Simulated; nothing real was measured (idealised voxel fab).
voxel spacer lines: a process module
The width of the displayed cross-section, cut, is 165 nm; its cells are square, with a size of 5 nm.
Heads up, the way a cross-section reads in here is a grid of square cells, handed over as bands from the top down, with every band being one or more rows of cells. Band: top and bottom heights (nm) first, top before bottom; then materials from left to right, widths in nm. "all across" marks a sole material filling the band edge to edge. "empty" denotes empty space. Height reference: 0 = level under which incoming wafer is all one material. Lowest band: no bottom, runs on downward, e.g. "0 -> down". When a width is written as two numbers, as in "30 to 40", the first number is the width in the top row of cells of the band and the second is the width in its bottom row, and the width changes by the same amount from each row to the next. Take "nothing altered" at face value: in the step it is given for, the cross-section changed in none of its cells. Entry "Fully enclosed voids". Content: empty spaces with no open connection to the top, size 8 cells or greater. Each: width x height at distance. Distance: from left edge. Unit: nm. Read whatever lies past the settings on a step's line as the simulator's own remark about the step. overlay nm: mask offset rightward from planned place, masked step; negative means leftward offset.
LISTED BELOW ARE THE PROCESS STEPS AS PLANNED
1,RECEIVE with material Si
2,CONFORMAL_DEP with material SiO2, thk nm 5
3,DIRECTIONAL_DEP with material W, thk nm 20
4,DIRECTIONAL_DEP with material polySi, thk nm 30
5,PATTERN with tone cover, mask id MANDREL, material resist, width nm 20, pitch nm 60, thk nm 40, overlay nm -15
6,DIRECTIONAL_ETCH with etch materials polySi, depth nm 30
7,STRIP with etch materials resist
8,CONFORMAL_DEP with material SiN, thk nm 10
9,DIRECTIONAL_ETCH with etch materials SiN, depth nm 10
10,STRIP with etch materials polySi
11,DIRECTIONAL_ETCH with etch materials W, depth nm 20
12,STRIP with etch materials SiN
It is noted that the wafers described herein are identical at the outset and are distinguished by the overlay nm of step 5; the value stated in the plan corresponds to the first wafer.
RECEIVED WAFERS, FIRST OF SEVERAL: CROSS-SECTION AFTER STEP 1
> 0 -> down = Si all across
> Fully enclosed voids: none
CROSS-SECTION OF THE FIRST OF SEVERAL WAFERS ONCE THE MODULE HAS RUN THROUGH ITS LAST STEP, STEP 12
> 25 -> 5 = empty=15, then W=10, then empty=20, then W=10, then empty=20, then W=10, then empty=20, then W=10, then empty=50
> 5 -> 0 = SiO2 all across
> 0 -> down = Si all across
> Fully enclosed voids: none
LAST WAFER X-SEC, END OF MODULE
> 25 -> 5 = empty=45, then W=10, then empty=20, then W=10, then empty=20, then W=10, then empty=20, then W=10, then empty=20
> 5 -> 0 = SiO2 all across
> 0 -> down = Si all across
> Fully enclosed voids: none
TABULATED BELOW, WAFER BY WAFER, ARE THE END-OF-MODULE RESULTS: FOR EACH MATERIAL, THE NUMBER OF CELLS GAINED (+) OR LOST (-) RELATIVE TO THE AS-RECEIVED STATE, FOLLOWED BY THE CLOSED VOIDS
overlay nm -15 | +33 SiO2 | +32 W | Fully enclosed voids: none
overlay nm -10 | +33 SiO2 | +32 W | Fully enclosed voids: none
overlay nm -5 | +33 SiO2 | +32 W | Fully enclosed voids: none
overlay nm 0 | +33 SiO2 | +32 W | Fully enclosed voids: none
overlay nm 5 | +33 SiO2 | +32 W | Fully enclosed voids: none
overlay nm 10 | +33 SiO2 | +32 W | Fully enclosed voids: none
overlay nm 15 | +33 SiO2 | +32 W | Fully enclosed voids: none
